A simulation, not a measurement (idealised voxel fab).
Name of the process module below: voxel self aligned vias
The cross-section on display is named cut; it measures 275 nm wide, and its cells are 5 nm squares.
A cross-section is written here as square cells arranged in a grid, and it is given in bands from the top down, each band taking up one or more rows of cells. In this notation a band is specified by the heights of its top and bottom, in that order and in nm, after which its materials appear from left to right, each paired with its width in nm. The word "all across" attached to a single material means that material fills the band from edge to edge; the word "empty" stands for empty space. Height 0 is the level under which the wafer as received is all one material. The lowest band goes on downwards, as in "0..down". Per-row width for "30..40": begins at first number (top row of band), ends at second number (bottom row), increment between rows held constant. No cell of the cross-section changed in a step that is given as "no alterations made". Enclosed void listing: empty space of 8 cells or more with no open way to the top, each as width x height at its distance from the left edge, in nm. Note: text after step settings on the step line = simulator remark on that step. What "overlay nm" on a step's line means: if the step has a mask, that mask lay this far to the right of its planned place, or, when the value is negative, to the left.
-- Process steps foreseen in the plan
- 1: op RECEIVE | material Si
- 2: op CONFORMAL_DEP | material SiO2 | thk nm 15
- 3: op CONFORMAL_DEP | material SiCN | thk nm 5
- 4: op DIRECTIONAL_DEP | material SiO2 | thk nm 20
- 5: op PATTERN | tone open | mask id LINES | material resist | width nm 15 | pitch nm 70 | thk nm 15 | overlay nm 0
- 6: op DIRECTIONAL_ETCH | etch materials SiO2 | depth nm 20
- 7: op STRIP | etch materials resist
- 8: op CONFORMAL_DEP | material TiN | thk nm 5
- 9: op FILL_DEP | material W | thk nm 5
- 10: op CMP | height nm 40
- 11: op SELECTIVE_ETCH | etch materials W Ru TiN | depth nm 5
- 12: op FILL_DEP | material SiN | thk nm 5
- 13: op CMP | height nm 40
- 14: op DIRECTIONAL_DEP | material SiO2 | thk nm 15
- 15: op PATTERN | tone open | mask id VIAS | material resist | width nm 40 | pitch nm 140 | thk nm 15 | overlay nm 0
- 16: op DIRECTIONAL_ETCH | etch materials SiO2 | depth nm 15
- 17: op DIRECTIONAL_ETCH | etch materials SiN | depth nm 5
- 18: op STRIP | etch materials resist
- 19: op CONFORMAL_DEP | material TiN | thk nm 5
- 20: op FILL_DEP | material Cu | thk nm 10
- 21: op CMP | height nm 55
- 22: op CONFORMAL_DEP | material SiN | thk nm 5
Every wafer here starts from the same state; it is the step 5 width nm that distinguishes them, and the value the plan gives belongs to the first wafer.
-- Cross-section of the first of several wafers on receipt, reflecting completion of step 1
> 0..down | Si all across
> Enclosed void listing: none
-- Where each wafer stands at the end of the module, a row apiece: cells of each material gained (+) or lost (-) since it was received, then closed voids
width nm 15; +26 Cu; +55 SiCN; +58 SiN; +466 SiO2; +49 TiN; +6 W; Enclosed void listing: none
width nm 20; +28 Cu; +55 SiCN; +59 SiN; +454 SiO2; +52 TiN; +12 W; Enclosed void listing: none
width nm 25; +30 Cu; +55 SiCN; +60 SiN; +442 SiO2; +55 TiN; +18 W; Enclosed void listing: none
width nm 30; +32 Cu; +55 SiCN; +61 SiN; +430 SiO2; +58 TiN; +24 W; Enclosed void listing: none
width nm 35; +34 Cu; +55 SiCN; +62 SiN; +418 SiO2; +61 TiN; +30 W; Enclosed void listing: none
